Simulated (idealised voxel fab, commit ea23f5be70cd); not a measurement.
Process module in this document: voxel self aligned contacts
Cross-sectional view cut (width: 200 nm; square cell size: 5 nm).
A cross-section in this document is a grid of square cells, and it is written down as bands, the top band listed before the ones below it; a band is made up of one or more rows of cells.
What a band's entry tells you: where the top is and where the bottom is, as heights in nm, and after that what lies inside, material by material from left to right, each with its width in nm. Empty space is written as the word "blank", and a single material marked with the word "full width" occupies the band from edge to edge.
Heights are reckoned from 0. Under this level, the received wafer is all of one material. The bottommost band is open-ended downward, for example "z 0 and below".
Per-row width for "30 to 40": begins at first number (top row of band), ends at second number (bottom row), increment between rows held constant.
It should be understood that the words "no modification", when stated for a given step, signify that the cross-section underwent no change in any of its cells during that step.
In the "Closed cavity list" entry, you get each enclosed empty space of 8 cells or more, one with no open way to the top, written width x height at distance, distance from the left edge, in nm.
On each step's line, the part that comes after the settings is the simulator's own comment on the step.
overlay nm: mask offset rightward from planned place, masked step; negative means leftward offset.

# So here's the lineup of process steps we planned
1 RECEIVE,material Si
2 CONFORMAL_DEP,material SiO2,thk nm 5
3 DIRECTIONAL_DEP,material polySi,thk nm 20
4 DIRECTIONAL_DEP,material SiN,thk nm 20
5 PATTERN,tone cover,mask id GATE,material resist,width nm 35,pitch nm 70,thk nm 20,overlay nm 0
6 DIRECTIONAL_ETCH,etch materials SiN,depth nm 20
7 DIRECTIONAL_ETCH,etch materials polySi,depth nm 20
8 STRIP,etch materials resist
9 CONFORMAL_DEP,material SiN,thk nm 5
10 DIRECTIONAL_ETCH,etch materials SiN,depth nm 5
11 FILL_DEP,material SiO2,thk nm 20
12 CMP,height nm 55
13 MASKED_ETCH,tone open,mask id CONTACT,width nm 55,etch materials SiO2,depth nm 55,overlay nm 0
14 CONFORMAL_DEP,material TiN,thk nm 5
15 FILL_DEP,material Ru,thk nm 5
16 CMP,height nm 55
17 CONFORMAL_DEP,material SiN,thk nm 5

# First of two wafers - as planned

# This is the cross-section of the wafer as we received it, i.e. after step 1
* z 0 and below = Si full width
* Closed cavity list: none

# Cross-section: wafer state after step 2
* z 5 to 0 = SiO2 full width
* Everything under 0 stays put, no change at all.

# Cross-section: wafer state after step 3
* z 25 to 5 = polySi full width
* Everything under 5 stays put, no change at all.

# Cross-section: wafer state after step 4
* z 45 to 25 = SiN full width
* Everything under 25 stays put, no change at all.

# Cross-section: wafer state after step 5
* z 65 to 45 = blank 45 nm / resist 35 nm / blank 35 nm / resist 35 nm / blank 50 nm
* Everything under 45 stays put, no change at all.

# Cross-section: wafer state after step 6
* z 65 to 45 = blank 45 nm / resist 35 nm / blank 35 nm / resist 35 nm / blank 50 nm
* z 45 to 25 = blank 45 nm / SiN 35 nm / blank 35 nm / SiN 35 nm / blank 50 nm
* Everything under 25 stays put, no change at all.

# Cross-section: wafer state after step 7
* z 65 to 45 = blank 45 nm / resist 35 nm / blank 35 nm / resist 35 nm / blank 50 nm
* z 45 to 25 = blank 45 nm / SiN 35 nm / blank 35 nm / SiN 35 nm / blank 50 nm
* z 25 to 5 = blank 45 nm / polySi 35 nm / blank 35 nm / polySi 35 nm / blank 50 nm
* Everything under 5 stays put, no change at all.

# Cross-section: wafer state after step 8
* z 45 to 25 = blank 45 nm / SiN 35 nm / blank 35 nm / SiN 35 nm / blank 50 nm
* Everything under 25 stays put, no change at all.

# Cross-section: wafer state after step 9
* z 50 to 25 = blank 40 nm / SiN 45 nm / blank 25 nm / SiN 45 nm / blank 45 nm
* z 25 to 10 = blank 40 nm / SiN 5 nm / polySi 35 nm / SiN 5 nm / blank 25 nm / SiN 5 nm / polySi 35 nm / SiN 5 nm / blank 45 nm
* z 10 to 5 = SiN 45 nm / polySi 35 nm / SiN 35 nm / polySi 35 nm / SiN 50 nm
* Everything under 5 stays put, no change at all.

# Cross-section: wafer state after step 10
* z 45 to 25 = blank 40 nm / SiN 45 nm / blank 25 nm / SiN 45 nm / blank 45 nm
* z 25 to 5 = blank 40 nm / SiN 5 nm / polySi 35 nm / SiN 5 nm / blank 25 nm / SiN 5 nm / polySi 35 nm / SiN 5 nm / blank 45 nm
* Everything under 5 stays put, no change at all.

# Cross-section: wafer state after step 11
* z 65 to 45 = SiO2 full width
* z 45 to 25 = SiO2 40 nm / SiN 45 nm / SiO2 25 nm / SiN 45 nm / SiO2 45 nm
* z 25 to 5 = SiO2 40 nm / SiN 5 nm / polySi 35 nm / SiN 5 nm / SiO2 25 nm / SiN 5 nm / polySi 35 nm / SiN 5 nm / SiO2 45 nm
* Everything under 5 stays put, no change at all.

# Cross-section: wafer state after step 12
* z 55 to 45 = SiO2 full width
* Everything under 45 stays put, no change at all.

# Cross-section: wafer state after step 13
* z 55 to 45 = SiO2 70 nm / blank 55 nm / SiO2 75 nm
* z 45 to 25 = SiO2 40 nm / SiN 45 nm / blank 25 nm / SiN 45 nm / SiO2 45 nm
* z 25 to 5 = SiO2 40 nm / SiN 5 nm / polySi 35 nm / SiN 5 nm / blank 25 nm / SiN 5 nm / polySi 35 nm / SiN 5 nm / SiO2 45 nm
* z 5 to 0 = SiO2 85 nm / blank 25 nm / SiO2 90 nm
* Everything under 0 stays put, no change at all.

# Cross-section: wafer state after step 14
* z 60 to 55 = TiN 75 nm / blank 45 nm / TiN 80 nm
* z 55 to 45 = SiO2 70 nm / TiN 5 to 20 nm / blank 45 to 15 nm / TiN 5 to 20 nm / SiO2 75 nm
* z 45 to 25 = SiO2 40 nm / SiN 45 nm / TiN 5 nm / blank 15 nm / TiN 5 nm / SiN 45 nm / SiO2 45 nm
* z 25 to 5 = SiO2 40 nm / SiN 5 nm / polySi 35 nm / SiN 5 nm / TiN 5 nm / blank 15 nm / TiN 5 nm / SiN 5 nm / polySi 35 nm / SiN 5 nm / SiO2 45 nm
* z 5 to 0 = SiO2 85 nm / TiN 25 nm / SiO2 90 nm
* Everything under 0 stays put, no change at all.

# Cross-section: wafer state after step 15
* z 65 to 60 = Ru full width
* z 60 to 55 = TiN 75 nm / Ru 45 nm / TiN 80 nm
* z 55 to 45 = SiO2 70 nm / TiN 5 to 20 nm / Ru 45 to 15 nm / TiN 5 to 20 nm / SiO2 75 nm
* z 45 to 25 = SiO2 40 nm / SiN 45 nm / TiN 5 nm / Ru 15 nm / TiN 5 nm / SiN 45 nm / SiO2 45 nm
* z 25 to 5 = SiO2 40 nm / SiN 5 nm / polySi 35 nm / SiN 5 nm / TiN 5 nm / Ru 15 nm / TiN 5 nm / SiN 5 nm / polySi 35 nm / SiN 5 nm / SiO2 45 nm
* Everything under 5 stays put, no change at all.

# Cross-section: wafer state after step 16
* z 55 to 45 = SiO2 70 nm / TiN 5 to 20 nm / Ru 45 to 15 nm / TiN 5 to 20 nm / SiO2 75 nm
* Everything under 45 stays put, no change at all.

# Cross-section: wafer state after step 17
* z 60 to 55 = SiN full width
* Everything under 55 stays put, no change at all.

# Wafer two. Same start, same plan, one slip in execution. Same as wafer one through step 4, inclusive

# Second wafer at the planned finish of step 5, seen in cross-section
* z 65 to 45 = blank 40 nm / resist 45 nm / blank 25 nm / resist 45 nm / blank 45 nm
* Everything under 45 stays put, no change at all.

# Second wafer at the planned finish of step 6, seen in cross-section
* z 65 to 45 = blank 40 nm / resist 45 nm / blank 25 nm / resist 45 nm / blank 45 nm
* z 45 to 25 = blank 40 nm / SiN 45 nm / blank 25 nm / SiN 45 nm / blank 45 nm
* Everything under 25 stays put, no change at all.

# Second wafer at the planned finish of step 7, seen in cross-section
* z 65 to 45 = blank 40 nm / resist 45 nm / blank 25 nm / resist 45 nm / blank 45 nm
* z 45 to 25 = blank 40 nm / SiN 45 nm / blank 25 nm / SiN 45 nm / blank 45 nm
* z 25 to 5 = blank 40 nm / polySi 45 nm / blank 25 nm / polySi 45 nm / blank 45 nm
* Everything under 5 stays put, no change at all.

# Second wafer at the planned finish of step 8, seen in cross-section
* z 45 to 25 = blank 40 nm / SiN 45 nm / blank 25 nm / SiN 45 nm / blank 45 nm
* Everything under 25 stays put, no change at all.

# Second wafer at the planned finish of step 9, seen in cross-section
* z 50 to 25 = blank 35 nm / SiN 55 nm / blank 15 nm / SiN 55 nm / blank 40 nm
* z 25 to 10 = blank 35 nm / SiN 5 nm / polySi 45 nm / SiN 5 nm / blank 15 nm / SiN 5 nm / polySi 45 nm / SiN 5 nm / blank 40 nm
* z 10 to 5 = SiN 40 nm / polySi 45 nm / SiN 25 nm / polySi 45 nm / SiN 45 nm
* Everything under 5 stays put, no change at all.

# Second wafer at the planned finish of step 10, seen in cross-section
* z 45 to 25 = blank 35 nm / SiN 55 nm / blank 15 nm / SiN 55 nm / blank 40 nm
* z 25 to 5 = blank 35 nm / SiN 5 nm / polySi 45 nm / SiN 5 nm / blank 15 nm / SiN 5 nm / polySi 45 nm / SiN 5 nm / blank 40 nm
* Everything under 5 stays put, no change at all.

# Second wafer at the planned finish of step 11, seen in cross-section
* z 65 to 45 = SiO2 full width
* z 45 to 25 = SiO2 35 nm / SiN 55 nm / SiO2 15 nm / SiN 55 nm / SiO2 40 nm
* z 25 to 5 = SiO2 35 nm / SiN 5 nm / polySi 45 nm / SiN 5 nm / SiO2 15 nm / SiN 5 nm / polySi 45 nm / SiN 5 nm / SiO2 40 nm
* Everything under 5 stays put, no change at all.

# Second wafer at the planned finish of step 12, seen in cross-section
* z 55 to 45 = SiO2 full width
* Everything under 45 stays put, no change at all.

# Second wafer at the planned finish of step 13, seen in cross-section
* z 55 to 45 = SiO2 70 nm / blank 55 nm / SiO2 75 nm
* z 45 to 25 = SiO2 35 nm / SiN 55 nm / blank 15 nm / SiN 55 nm / SiO2 40 nm
* z 25 to 5 = SiO2 35 nm / SiN 5 nm / polySi 45 nm / SiN 5 nm / blank 15 nm / SiN 5 nm / polySi 45 nm / SiN 5 nm / SiO2 40 nm
* z 5 to 0 = SiO2 90 nm / blank 15 nm / SiO2 95 nm
* Everything under 0 stays put, no change at all.

# Second wafer at the planned finish of step 14, seen in cross-section
* z 60 to 55 = TiN 75 nm / blank 45 nm / TiN 80 nm
* z 55 to 45 = SiO2 70 nm / TiN 5 to 25 nm / blank 45 to 5 nm / TiN 5 to 25 nm / SiO2 75 nm
* z 45 to 25 = SiO2 35 nm / SiN 55 nm / TiN 5 nm / blank 5 nm / TiN 5 nm / SiN 55 nm / SiO2 40 nm
* z 25 to 5 = SiO2 35 nm / SiN 5 nm / polySi 45 nm / SiN 5 nm / TiN 5 nm / blank 5 nm / TiN 5 nm / SiN 5 nm / polySi 45 nm / SiN 5 nm / SiO2 40 nm
* z 5 to 0 = SiO2 90 nm / TiN 15 nm / SiO2 95 nm
* Everything under 0 stays put, no change at all.

# Second wafer at the planned finish of step 15, seen in cross-section
* z 65 to 60 = Ru full width
* z 60 to 55 = TiN 75 nm / Ru 45 nm / TiN 80 nm
* z 55 to 45 = SiO2 70 nm / TiN 5 to 25 nm / Ru 45 to 5 nm / TiN 5 to 25 nm / SiO2 75 nm
* z 45 to 25 = SiO2 35 nm / SiN 55 nm / TiN 5 nm / Ru 5 nm / TiN 5 nm / SiN 55 nm / SiO2 40 nm
* z 25 to 5 = SiO2 35 nm / SiN 5 nm / polySi 45 nm / SiN 5 nm / TiN 5 nm / Ru 5 nm / TiN 5 nm / SiN 5 nm / polySi 45 nm / SiN 5 nm / SiO2 40 nm
* Everything under 5 stays put, no change at all.

# Second wafer at the planned finish of step 16, seen in cross-section
* z 55 to 45 = SiO2 70 nm / TiN 5 to 25 nm / Ru 45 to 5 nm / TiN 5 to 25 nm / SiO2 75 nm
* Everything under 45 stays put, no change at all.

# Second wafer at the planned finish of step 17, seen in cross-section
* z 60 to 55 = SiN full width
* Everything under 55 stays put, no change at all.
Run error: step 5 went in with a setting other than planned; the actual run was PATTERN,tone cover,mask id GATE,material resist,width nm 45,pitch nm 70,thk nm 20,overlay nm 0
Looking at both finished wafers in cells, the second ends up ahead of or behind the first on some materials: Ru -18, SiN +16, SiO2 -14, polySi +16
